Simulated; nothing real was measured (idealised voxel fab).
Documented hereafter: the process module known as voxel capacitor over wiring.
The width of the displayed cross-section, cut, is 140 nm; its cells are square, with a size of 5 nm.
A cross-section in this document is a grid of square cells, and it is written down as bands, the top band listed before the ones below it; a band is made up of one or more rows of cells.
Top height, bottom height, nm. Materials left to right, width each, nm. Single material + "all across" = fills band edge to edge. "air" = empty.
Heads up on the height convention: 0 is the point under which the incoming wafer is all one material, and the lowest band has no bottom, it just keeps going down, like "z 0 and below".
A width given as "30->40" starts at the first number in the band's top row and ends at the second number in its bottom row, shifting by an equal amount at every step from row to row.
The cross-section has no changed cell in any step marked "changes: none".
Any empty space of 8 cells or more lacking an open way to the top shows up in "Completely sealed voids" as width x height at distance, distance from the left edge, in nm.
Anything after a step's settings on that line? It's the simulator's own note about the step.
The setting "overlay nm" may be written on the line of a step. When the step uses a mask, the value reports how far to the right of the planned place the mask lay, and a negative value reports that it lay to the left.
[The planned process steps are enumerated hereunder]
1. RECEIVE | material Si
2. CONFORMAL_DEP | material SiO2 | thk nm 15
3. DIRECTIONAL_DEP | material TiN | thk nm 5
4. DIRECTIONAL_DEP | material W | thk nm 20
5. MASKED_ETCH | tone cover | mask id METAL_1 | width nm 20 | pitch nm 80 | etch materials W | depth nm 20 | overlay nm 0
6. MASKED_ETCH | tone cover | mask id METAL_1 | width nm 20 | pitch nm 80 | etch materials TiN | depth nm 5 | overlay nm 0
7. FILL_DEP | material lowk | thk nm 10
8. CMP | height nm 40
9. CONFORMAL_DEP | material SiCN | thk nm 5
10. DIRECTIONAL_DEP | material lowk | thk nm 10
11. PATTERN | tone open | mask id PLUG_1 | material resist | width nm 15 | thk nm 20 | overlay nm 0
12. DIRECTIONAL_ETCH | etch materials lowk | depth nm 10
13. DIRECTIONAL_ETCH | etch materials SiCN | depth nm 5
14. STRIP | etch materials resist
15. CONFORMAL_DEP | material TiN | thk nm 5
16. FILL_DEP | material Cu | thk nm 10
17. CMP | height nm 55
18. DIRECTIONAL_DEP | material TiN | thk nm 10
19. DIRECTIONAL_DEP | material Al2O3 | thk nm 5
20. DIRECTIONAL_DEP | material TiN | thk nm 10
21. PATTERN | tone cover | mask id UPPER_PLATE | material resist | width nm 65 | thk nm 20 | overlay nm 0
22. DIRECTIONAL_ETCH | etch materials TiN | depth nm 10
23. DIRECTIONAL_ETCH | etch materials Al2O3 | depth nm 5
24. STRIP | etch materials resist
25. PATTERN | tone cover | mask id LOWER_PLATE | material resist | width nm 75 | thk nm 20 | overlay nm 0
26. DIRECTIONAL_ETCH | etch materials TiN | depth nm 10
27. STRIP | etch materials resist
28. FILL_DEP | material SiO2 | thk nm 20
29. CMP | height nm 95
30. MASKED_ETCH | tone open | mask id PLUG_2 | width nm 15 | etch materials SiO2 | depth nm 15 | overlay nm 0
31. CONFORMAL_DEP | material TiN | thk nm 5
32. FILL_DEP | material Ru | thk nm 10
33. CMP | height nm 95
34. CONFORMAL_DEP | material SiCN | thk nm 5
[Wafer at receipt (post step 1), cross-section]
z 0 and below | Si all across
Completely sealed voids: none
[Here's the cross-section of the first of our two wafers at the end of the module - it ran as planned]
z 100 to 95 | SiCN all across
z 95 to 85 | SiO2 35 nm  TiN 5 nm  Ru 5 nm  TiN 5 nm  SiO2 90 nm
z 85 to 80 | SiO2 35 nm  TiN 15 nm  SiO2 90 nm
z 80 to 70 | SiO2 25 nm  TiN 65 nm  SiO2 50 nm
z 70 to 65 | SiO2 25 nm  Al2O3 65 nm  SiO2 50 nm
z 65 to 55 | SiO2 20 nm  TiN 75 nm  SiO2 45 nm
z 55 to 45 | lowk 25 nm  TiN 5 nm  Cu 5 nm  TiN 5 nm  lowk 100 nm
z 45 to 40 | SiCN 25 nm  TiN 15 nm  SiCN 100 nm
z 40 to 20 | lowk 20 nm  W 20 nm  lowk 60 nm  W 20 nm  lowk 20 nm
z 20 to 15 | lowk 20 nm  TiN 20 nm  lowk 60 nm  TiN 20 nm  lowk 20 nm
z 15 to 0 | SiO2 all across
z 0 and below | Si all across
Completely sealed voids: none
[Cross-sectional view: second of two wafers, end of module; start and plan identical to the first, one mistake in running]
z 100 to 95 | SiCN all across
z 95 to 85 | SiO2 35 nm  TiN 5 nm  Ru 5 nm  TiN 5 nm  SiO2 90 nm
z 85 to 80 | SiO2 35 nm  TiN 15 nm  SiO2 90 nm
z 80 to 70 | SiO2 25 nm  TiN 65 nm  SiO2 50 nm
z 70 to 65 | SiO2 25 nm  Al2O3 65 nm  SiO2 50 nm
z 65 to 55 | SiO2 20 nm  TiN 75 nm  SiO2 45 nm
z 55 to 45 | lowk 25 nm  TiN 5 nm  Cu 5 nm  TiN 5 nm  lowk 100 nm
z 45 to 40 | SiCN 25 nm  TiN 15 nm  SiCN 100 nm
z 40 to 20 | W 20 nm  lowk 20 nm  W 60 nm  lowk 20 nm  W 20 nm
z 20 to 15 | TiN all across
z 15 to 0 | SiO2 all across
z 0 and below | Si all across
Completely sealed voids: none
Nonconformance to the process plan: contrary to plan, step 5 was performed as MASKED_ETCH | tone open | mask id METAL_1 | width nm 20 | pitch nm 80 | etch materials W | depth nm 20 | overlay nm 0
Upon completion, the second wafer contains, in terms of cells, a greater or smaller amount of certain materials than the first wafer: TiN: 20 more, W: 48 more, lowk: 68 fewer
